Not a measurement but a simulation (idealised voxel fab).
process module | voxel gate over fins
cross-section cut | 190 nm wide | cells 5 nm
A cross-section is a grid of square cells, given in bands from the top down. A band is one or more rows of cells.
Each band's line starts with the height of the band's top and of its bottom, in nm. Then come its materials from left to right, each with its width in nm. One material with "throughout" fills the band from edge to edge. "air" is empty space.
Height 0 is the level under which the wafer as received is all one material. The lowest band goes on downwards, as in "0 down".
A width such as "30 to 40" changes by the same amount from each row of cells to the next, from the band's top row to its bottom row.
"no change" after a step means that no cell of the cross-section changed.
closed voids: empty space of 8 cells or more with no open way to the top, each as width x height at its distance from the left edge, in nm
after a step's settings: what the simulator itself notes on the step
overlay nm, on a step with a mask: how far to the right of its planned place the mask lay; to the left if negative
plan
1 op RECEIVE | material Si
2 op CONFORMAL_DEP | material SiN | thk nm 5
3 op MASKED_ETCH | tone cover | mask id FINS | width nm 15 | pitch nm 50 | etch materials SiN | depth nm 5 | overlay nm 0
4 op MASKED_ETCH | tone cover | mask id FINS | width nm 15 | pitch nm 50 | etch materials Si | depth nm 30 | overlay nm 0
5 op FILL_DEP | material SiO2 | thk nm 5
6 op CMP | height nm 5
7 op DIRECTIONAL_DEP | material aC | thk nm 15
8 op PATTERN | tone open | mask id RAIL | material resist | width nm 15 | thk nm 30 | overlay nm 0
9 op DIRECTIONAL_ETCH | etch materials aC | depth nm 15
10 op STRIP | etch materials resist
11 op DIRECTIONAL_ETCH | etch materials SiO2 | depth nm 30
12 op STRIP | etch materials aC
13 op CONFORMAL_DEP | material TiN | thk nm 5
14 op FILL_DEP | material W | thk nm 5
15 op CMP | height nm 5
16 op SELECTIVE_ETCH | etch materials W Ru TiN | depth nm 25
17 op FILL_DEP | material SiO2 | thk nm 5
18 op CMP | height nm 5
19 op SELECTIVE_ETCH | etch materials SiO2 | depth nm 15
20 op STRIP | etch materials SiN
21 op CONFORMAL_DEP | material HfO2 | thk nm 5
22 op CONFORMAL_DEP | material TiN | thk nm 5
23 op FILL_DEP | material W | thk nm 15
24 op CMP | height nm 20
25 op CONFORMAL_DEP | material SiCN | thk nm 5
as received, after step 1
  0 down: Si throughout
  closed voids: none
a wafer at the end: this start, this plan, one mistake
  25 to 20: SiCN throughout
  20 to 5: W throughout
  5 to 0: W 30 | TiN 25 | W 25 | TiN 25 | W 25 | TiN 25 | W 35
  0 to -5: W 30 | TiN 5 | Si 15 | TiN 5 | W 25 | TiN 5 | Si 15 | TiN 5 | W 25 | TiN 5 | Si 15 | TiN 5 | W 35
  -5 to -10: TiN 35 | Si 15 | TiN 35 | Si 15 | TiN 35 | Si 15 | TiN 40
  -10 to -20: SiO2 35 | Si 15 | SiO2 35 | Si 15 | SiO2 35 | Si 15 | SiO2 40
  -20 to -25: SiO2 35 | Si 15 | SiO2 10 | TiN 15 | SiO2 10 | Si 15 | SiO2 35 | Si 15 | SiO2 40
  -25 to -30: SiO2 35 | Si 15 | SiO2 35 | Si 15 | SiO2 35 | Si 15 | SiO2 40
  -30 down: Si throughout
  closed voids: none
what went wrong: step 21 was left out
